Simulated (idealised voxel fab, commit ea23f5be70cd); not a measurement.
process module | voxel capacitor over wiring
Section cut is 280 nm wide and gridded with 5 nm square cells.
Just so we're on the same page, the cross-sections are grids of square cells, and they're listed out in bands top to bottom, each band one or more rows deep. A band entry consists of two parts. The first gives the height of the band's top and the height of its bottom, in nm. The rest lists the band's materials from left to right, each with its width in nm. A single material labelled with the word "everywhere" fills the band from edge to edge, and the word "blank" marks empty space. Beneath 0, the wafer as received is one material, and that level is where height counting begins. The lowest band goes on downward without a bottom; it is written like "0 nm and below". Think of "30->40" as a width that walks from the first number to the second as you go down the band, top row to bottom row, taking equal-sized steps from row to row. The cross-section has no changed cell in any step marked "same as before". So "Closed cavity list" is basically the list of trapped voids: any empty space of 8 cells or more that can't reach the top through an opening. They're written width x height at distance, the distance being from the left edge, and it's all nm. Past the settings on a step's line: simulator remark, on that step. overlay nm: on a step with a mask, how far right of its planned place the mask lay; negative means left.

Steps planned for the process
1) RECEIVE (material Si)
2) CONFORMAL_DEP (material SiO2; thk nm 10)
3) DIRECTIONAL_DEP (material TiN; thk nm 5)
4) DIRECTIONAL_DEP (material Ru; thk nm 15)
5) PATTERN (tone cover; mask id METAL_1; material resist; width nm 25; pitch nm 80; thk nm 20; overlay nm 0)
6) DIRECTIONAL_ETCH (etch materials Ru; depth nm 15)
7) DIRECTIONAL_ETCH (etch materials TiN; depth nm 5)
8) STRIP (etch materials resist)
9) CONFORMAL_DEP (material SiN; thk nm 5)
10) FILL_DEP (material SiO2; thk nm 10)
11) CMP (height nm 30)
12) CONFORMAL_DEP (material SiCN; thk nm 5)
13) DIRECTIONAL_DEP (material lowk; thk nm 10)
14) DIRECTIONAL_DEP (material aC; thk nm 15)
15) PATTERN (tone open; mask id PLUG_1; material resist; width nm 15; thk nm 35; overlay nm 0)
16) DIRECTIONAL_ETCH (etch materials aC; depth nm 15)
17) STRIP (etch materials resist)
18) DIRECTIONAL_ETCH (etch materials lowk; depth nm 10)
19) DIRECTIONAL_ETCH (etch materials SiCN; depth nm 5)
20) STRIP (etch materials aC)
21) CONFORMAL_DEP (material TiN; thk nm 5)
22) FILL_DEP (material W; thk nm 10)
23) CMP (height nm 45)
24) DIRECTIONAL_DEP (material TiN; thk nm 10)
25) DIRECTIONAL_DEP (material Al2O3; thk nm 5)
26) DIRECTIONAL_DEP (material TiN; thk nm 10)
27) PATTERN (tone cover; mask id UPPER_PLATE; material resist; width nm 60; thk nm 15; overlay nm 0)
28) DIRECTIONAL_ETCH (etch materials TiN; depth nm 10)
29) DIRECTIONAL_ETCH (etch materials Al2O3; depth nm 5)
30) STRIP (etch materials resist)
31) MASKED_ETCH (tone cover; mask id LOWER_PLATE; width nm 70; etch materials TiN; depth nm 10; overlay nm 0)
32) FILL_DEP (material SiO2; thk nm 20)
33) CMP (height nm 85)
34) PATTERN (tone open; mask id PLUG_2; material resist; width nm 15; thk nm 15; overlay nm 0)
35) DIRECTIONAL_ETCH (etch materials SiO2; depth nm 15)
36) STRIP (etch materials resist)
37) CONFORMAL_DEP (material TiN; thk nm 5)
38) FILL_DEP (material Ru; thk nm 10)
39) CMP (height nm 85)
40) CONFORMAL_DEP (material SiCN; thk nm 5)

as received, after step 1
  0 nm and below: Si everywhere
  Closed cavity list: none

Below is the wafer in cross-section after the module was completed. It began from the starting point shown above and followed the plan shown above, except that one mistake was made while running it
  90 nm to 85 nm: SiCN everywhere
  85 nm to 75 nm: 105 of SiO2 | 5 of TiN | 5 of Ru | 5 of TiN | 160 of SiO2
  75 nm to 70 nm: 105 of SiO2 | 15 of TiN | 160 of SiO2
  70 nm to 60 nm: 95 of SiO2 | 60 of TiN | 125 of SiO2
  60 nm to 55 nm: 95 of SiO2 | 60 of Al2O3 | 125 of SiO2
  55 nm to 45 nm: 90 of SiO2 | 70 of TiN | 120 of SiO2
  45 nm to 35 nm: 95 of lowk | 5 of TiN | 5 of W | 5 of TiN | 170 of lowk
  35 nm to 30 nm: 95 of SiCN | 15 of TiN | 170 of SiCN
  30 nm to 20 nm: 80 of SiO2 | 5 of SiN | 25 of Ru | 5 of SiN | 45 of SiO2 | 5 of SiN | 25 of Ru | 5 of SiN | 85 of SiO2
  20 nm to 15 nm: 85 of SiN | 25 of Ru | 55 of SiN | 25 of Ru | 90 of SiN
  15 nm to 5 nm: SiO2 everywhere
  5 nm to 0 nm: TiN everywhere
  0 nm and below: Si everywhere
  Closed cavity list: none
Short version of what went wrong: the intended sequence of steps 2 and 3 was reversed during processing, with each occupying the position of the other
